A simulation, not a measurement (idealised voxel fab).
Documented hereafter: the process module known as voxel tone inversion.
Displayed cross-section: cut, width of 285 nm, square cells sized 5 nm.
In this document a cross-section is written as a grid of square cells. It is given as a series of bands, listed from the top down, and a band is one or more rows of cells. What a band's entry tells you: where the top is and where the bottom is, as heights in nm, and after that what lies inside, material by material from left to right, each with its width in nm. Empty space is written as the word "air", and a single material marked with the word "throughout" occupies the band from edge to edge. Note: height 0 marks the level under which the wafer is uniformly one material as received. Lowest band unbounded below, written "from 0 down". Quick explanation for "30..40": the width changes in equal steps down the rows of cells, from the first number in the band's top row to the second number in its bottom row. No cell of the cross-section changed in a step that is given as "no modification". You'll see "Closed void entries" listing empty spaces that have no way open to the top, as long as they're 8 cells or more; the notation is width x height at distance, where the distance is from the left edge, and all of it is in nm. Past the settings on a step's line: simulator remark, on that step. The optional step-line setting "overlay nm" applies to steps with a mask and quantifies how far to the right of its planned location the mask lay, a negative value indicating leftward placement.

LISTED BELOW ARE THE PROCESS STEPS AS PLANNED
1) op RECEIVE | material Si
2) op CONFORMAL_DEP | material SiN | thk nm 10
3) op DIRECTIONAL_DEP | material aC | thk nm 15
4) op PATTERN | tone cover | mask id POSTS | material resist | width nm 20 | pitch nm 45 | thk nm 20 | overlay nm 0
5) op DIRECTIONAL_ETCH | etch materials aC | depth nm 15
6) op STRIP | etch materials resist
7) op FILL_DEP | material SiO2 | thk nm 10
8) op CMP | height nm 25
9) op STRIP | etch materials aC

FIRST OUT OF TWO WAFERS; RUN WENT TO PLAN

AS RECEIVED (POST STEP 1): CROSS-SECTION
* from 0 down | Si throughout
* Closed void entries: none

STATE OF THE WAFER AFTER STEP 2, SHOWN IN CROSS-SECTION
* from 10 to 0 | SiN throughout
* Nothing below the height 0 has changed.

STATE OF THE WAFER AFTER STEP 3, SHOWN IN CROSS-SECTION
* from 25 to 10 | aC throughout
* Nothing below the height 10 has changed.

STATE OF THE WAFER AFTER STEP 4, SHOWN IN CROSS-SECTION
* from 45 to 25 | air=110, then resist=20, then air=25, then resist=20, then air=110
* Nothing below the height 25 has changed.

STATE OF THE WAFER AFTER STEP 5, SHOWN IN CROSS-SECTION
* from 30 to 25 | air=110, then resist=20, then air=25, then resist=20, then air=110
* from 25 to 10 | air=110, then aC=20, then air=25, then aC=20, then air=110
* Nothing below the height 10 has changed.

STATE OF THE WAFER AFTER STEP 6, SHOWN IN CROSS-SECTION
* from 25 to 10 | air=110, then aC=20, then air=25, then aC=20, then air=110
* Nothing below the height 10 has changed.

STATE OF THE WAFER AFTER STEP 7, SHOWN IN CROSS-SECTION
* from 35 to 25 | SiO2 throughout
* from 25 to 10 | SiO2=110, then aC=20, then SiO2=25, then aC=20, then SiO2=110
* Nothing below the height 10 has changed.

STATE OF THE WAFER AFTER STEP 8, SHOWN IN CROSS-SECTION
* from 25 to 10 | SiO2=110, then aC=20, then SiO2=25, then aC=20, then SiO2=110
* Nothing below the height 10 has changed.

STATE OF THE WAFER AFTER STEP 9, SHOWN IN CROSS-SECTION
* from 25 to 10 | SiO2=110, then air=20, then SiO2=25, then air=20, then SiO2=110
* Nothing below the height 10 has changed.

SECOND OF TWO: SAME START, SAME PLAN, ONE RUN ERROR; STEPS UP TO AND INCLUDING 3 MATCH THE FIRST

CROSS-SECTION OF THE SECOND WAFER WHEN, ACCORDING TO PLAN, STEP 4 SHOULD HAVE FINISHED
* from 45 to 25 | resist=110, then air=20, then resist=25, then air=20, then resist=110
* Nothing below the height 25 has changed.

CROSS-SECTION OF THE SECOND WAFER WHEN, ACCORDING TO PLAN, STEP 5 SHOULD HAVE FINISHED
* from 30 to 25 | resist=110, then air=20, then resist=25, then air=20, then resist=110
* from 25 to 10 | aC=110, then air=20, then aC=25, then air=20, then aC=110
* Nothing below the height 10 has changed.

CROSS-SECTION OF THE SECOND WAFER WHEN, ACCORDING TO PLAN, STEP 6 SHOULD HAVE FINISHED
* from 25 to 10 | aC=110, then air=20, then aC=25, then air=20, then aC=110
* Nothing below the height 10 has changed.

CROSS-SECTION OF THE SECOND WAFER WHEN, ACCORDING TO PLAN, STEP 7 SHOULD HAVE FINISHED
* from 35 to 25 | SiO2 throughout
* from 25 to 10 | aC=110, then SiO2=20, then aC=25, then SiO2=20, then aC=110
* Nothing below the height 10 has changed.

CROSS-SECTION OF THE SECOND WAFER WHEN, ACCORDING TO PLAN, STEP 8 SHOULD HAVE FINISHED
* from 25 to 10 | aC=110, then SiO2=20, then aC=25, then SiO2=20, then aC=110
* Nothing below the height 10 has changed.

CROSS-SECTION OF THE SECOND WAFER WHEN, ACCORDING TO PLAN, STEP 9 SHOULD HAVE FINISHED
* from 25 to 10 | air=110, then SiO2=20, then air=25, then SiO2=20, then air=110
* Nothing below the height 10 has changed.
Where did the run depart from the plan? step 4 changed vs plan, executed as op PATTERN | tone open | mask id POSTS | material resist | width nm 20 | pitch nm 45 | thk nm 20 | overlay nm 0
Looking at both finished wafers in cells, the second ends up ahead of or behind the first on some materials: SiO2: 123 fewer
